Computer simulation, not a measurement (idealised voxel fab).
You're looking at the process module voxel wiring stack.
It is cross-section cut that appears here, measuring 180 nm in width, its square cells being 5 nm in size.
Cross-section = grid of square cells, listed top down in bands; band = one or more rows.
Heads up on the band format: heights come first, top then bottom, in nm. After that it's the materials left to right, each with its width in nm. A single material flagged "edge to edge" fills the whole band edge to edge, and "empty" means there's empty space there.
Measure heights from 0. That's the level where, below it, the as-received wafer is all one material. The lowest band is bottomless and extends downward; write it as in "top 0, no bottom".
It should be noted that a width expressed as "30..40" varies in equal increments from row to row of cells within the band, taking the value of the first number at the top row and that of the second number at the bottom row.
No cell of the cross-section changed in a step that is given as "nothing altered".
Heads up: "Enclosed internal voids" only lists the empty pockets with no open path to the top that are 8 cells or more, and it writes them as width x height at distance, distance from the left edge, in nm.
Text after the settings on a step's line: the simulator's own remark on that step.
A step line may carry the setting "overlay nm", which, for steps involving a mask, states the distance by which the mask lay to the right of its intended position; negative values denote displacement to the left.
STEPS IN THE PROCESS PLAN
1. RECEIVE [material Si]
2. CONFORMAL_DEP [material SiO2] [thk nm 10]
3. DIRECTIONAL_DEP [material TiN] [thk nm 5]
4. DIRECTIONAL_DEP [material W] [thk nm 15]
5. DIRECTIONAL_DEP [material aC] [thk nm 15]
6. PATTERN [tone cover] [mask id METAL_1] [material resist] [width nm 20] [pitch nm 45] [thk nm 30] [overlay nm 0]
7. DIRECTIONAL_ETCH [etch materials aC] [depth nm 15]
8. STRIP [etch materials resist]
9. DIRECTIONAL_ETCH [etch materials W] [depth nm 15]
10. DIRECTIONAL_ETCH [etch materials TiN] [depth nm 5]
11. STRIP [etch materials aC]
12. FILL_DEP [material SiO2] [thk nm 10]
13. CMP [height nm 30]
14. CONFORMAL_DEP [material SiCN] [thk nm 5]
15. DIRECTIONAL_DEP [material lowk] [thk nm 35]
16. DIRECTIONAL_DEP [material aC] [thk nm 15]
17. PATTERN [tone open] [mask id METAL_2_HOLES] [material resist] [width nm 15] [thk nm 35] [overlay nm 0]
18. DIRECTIONAL_ETCH [etch materials aC] [depth nm 15]
19. STRIP [etch materials resist]
20. DIRECTIONAL_ETCH [etch materials lowk] [depth nm 35]
21. STRIP [etch materials aC]
22. DIRECTIONAL_DEP [material aC] [thk nm 15]
23. PATTERN [tone open] [mask id METAL_2] [material resist] [width nm 20] [pitch nm 45] [thk nm 30] [overlay nm 0]
24. DIRECTIONAL_ETCH [etch materials aC] [depth nm 15]
25. STRIP [etch materials resist]
26. DIRECTIONAL_ETCH [etch materials lowk] [depth nm 20]
27. DIRECTIONAL_ETCH [etch materials SiCN] [depth nm 5]
28. STRIP [etch materials aC]
29. CONFORMAL_DEP [material TiN] [thk nm 5]
30. FILL_DEP [material Cu] [thk nm 5]
31. CMP [height nm 70]
32. CONFORMAL_DEP [material SiN] [thk nm 5]
The wafers are alike at the start. At step 17, their width nm differs. The plan lists the first wafer's value.
CUT THROUGH THE FIRST OF SEVERAL WAFERS AS RECEIVED, POST STEP 1
- top 0, no bottom: Si edge to edge
- Enclosed internal voids: none
AFTER THE MODULE'S FINAL STEP, STEP 32: THE FIRST OF SEVERAL WAFERS IN CROSS-SECTION
- top 75, bottom 70: SiN edge to edge
- top 70, bottom 55: lowk 55, TiN 5, Cu 10, TiN 5, lowk 25, TiN 5, Cu 10, TiN 5, lowk 60
- top 55, bottom 50: lowk 55, TiN 5, Cu 5, TiN 10, lowk 25, TiN 20, lowk 60
- top 50, bottom 35: lowk 55, TiN 5, Cu 5, TiN 5, lowk 110
- top 35, bottom 30: SiCN 55, TiN 15, SiCN 110
- top 30, bottom 15: SiO2 55, W 20, SiO2 25, W 20, SiO2 60
- top 15, bottom 10: SiO2 55, TiN 20, SiO2 25, TiN 20, SiO2 60
- top 10, bottom 0: SiO2 edge to edge
- top 0, no bottom: Si edge to edge
- Enclosed internal voids: none
THE MODULE'S END: A CROSS-SECTION OF THE LAST WAFER
- top 75, bottom 70: SiN edge to edge
- top 70, bottom 55: lowk 50, TiN 5, Cu 20, TiN 5, lowk 20, TiN 5, Cu 10, TiN 5, lowk 60
- top 55, bottom 50: lowk 50, TiN 5, Cu 20, TiN 5, lowk 20, TiN 20, lowk 60
- top 50, bottom 40: lowk 50, TiN 5, Cu 20, TiN 5, lowk 100
- top 40, bottom 35: lowk 50, TiN 10, Cu 10, TiN 10, lowk 100
- top 35, bottom 30: SiCN 55, TiN 20, SiCN 105
- top 30, bottom 15: SiO2 55, W 20, SiO2 25, W 20, SiO2 60
- top 15, bottom 10: SiO2 55, TiN 20, SiO2 25, TiN 20, SiO2 60
- top 10, bottom 0: SiO2 edge to edge
- top 0, no bottom: Si edge to edge
- Enclosed internal voids: none
TABULATED BELOW, WAFER BY WAFER, ARE THE END-OF-MODULE RESULTS: FOR EACH MATERIAL, THE NUMBER OF CELLS GAINED (+) OR LOST (-) RELATIVE TO THE AS-RECEIVED STATE, FOLLOWED BY THE CLOSED VOIDS
width nm 15; +16 Cu; +33 SiCN; +36 SiN; +184 SiO2; +36 TiN; +24 W; +211 lowk; Enclosed internal voids: none
width nm 20; +20 Cu; +32 SiCN; +36 SiN; +184 SiO2; +36 TiN; +24 W; +208 lowk; Enclosed internal voids: none
width nm 25; +26 Cu; +32 SiCN; +36 SiN; +184 SiO2; +37 TiN; +24 W; +201 lowk; Enclosed internal voids: none
width nm 30; +32 Cu; +32 SiCN; +36 SiN; +184 SiO2; +38 TiN; +24 W; +194 lowk; Enclosed internal voids: none
